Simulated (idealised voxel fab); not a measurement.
The document below concerns the process module designated voxel released beams.
195 nm wide, 5 nm square cells: that's cross-section cut.
Bands, listed from the top down, are how a cross-section gets written in this document; the cross-section itself is a grid of square cells, and a band is one or more rows of them. Heads up on the band format: heights come first, top then bottom, in nm. After that it's the materials left to right, each with its width in nm. A single material flagged "throughout" fills the whole band edge to edge, and "air" means there's empty space there. Heights from 0 (as-received wafer is one material below). Bottom band endless downward, as "0 down". So if you see something like "30..40" for the width, read it as the top row of the band sitting at the first number and the bottom row at the second, with every row in between moving by the same amount as the last. Basically "left unchanged" means that step didn't change any cell in the cross-section. The list in "Sealed voids" covers empty spaces of 8 cells or more that cannot reach the top through any open way, and it gives each as width x height at distance; the distance is from the left edge, and width, height and distance are in nm. Heads up: the bit after the settings on a step's line is the simulator's remark on that step. Among the settings permitted on a step's line is "overlay nm"; applied to a step with a mask, it specifies the extent to which the mask lay to the right of its planned position, whereas a negative figure signifies a position to the left.

# Here's what the planned process steps look like
step 1: RECEIVE (material Si)
step 2: CONFORMAL_DEP (material Al2O3; thk nm 10)
step 3: DIRECTIONAL_DEP (material SiO2; thk nm 10)
step 4: MASKED_ETCH (tone open; mask id ANCHOR; width nm 35; etch materials SiO2; depth nm 20; overlay nm 0)
step 5: CONFORMAL_DEP (material SiN; thk nm 15)
step 6: PATTERN (tone cover; mask id BEAM; material resist; width nm 100; thk nm 15; overlay nm 0)
step 7: DIRECTIONAL_ETCH (etch materials SiN; depth nm 15)
step 8: STRIP (etch materials resist)
step 9: STRIP (etch materials SiO2)
Wafer-to-wafer difference: thk nm, step 3. Common start. Plan = first wafer's value.

# Cross-section of the first of several wafers on receipt, reflecting completion of step 1
- 0 down: Si throughout
- Sealed voids: none

# Cross-section after step 9, the final step of the module, for the first of several wafers
- 35 to 25: air=45, SiN=20, air=5, SiN=75, air=50
- 25 to 20: air=45, SiN=100, air=50
- 20 to 10: air=50, SiN=35, air=110
- 10 to 0: Al2O3 throughout
- 0 down: Si throughout
- Sealed voids: none

# The final wafer, sectioned at module end
- 10 to 0: Al2O3 throughout
- 0 down: Si throughout
- Sealed voids: none

# Here is how to read the rows: every wafer has a row, and it shows the wafer at the end of the module, giving for each material how many cells were gained (+) or lost (-) since the wafer was received, then listing its closed voids
thk nm 10 | +78 Al2O3 | +72 SiN | Sealed voids: none
thk nm 15 | +78 Al2O3 | +78 SiN | Sealed voids: none
thk nm 20 | +78 Al2O3 | +84 SiN | Sealed voids: none
thk nm 25 | +78 Al2O3 | Sealed voids: none
thk nm 30 | +78 Al2O3 | Sealed voids: none
thk nm 35 | +78 Al2O3 | Sealed voids: none
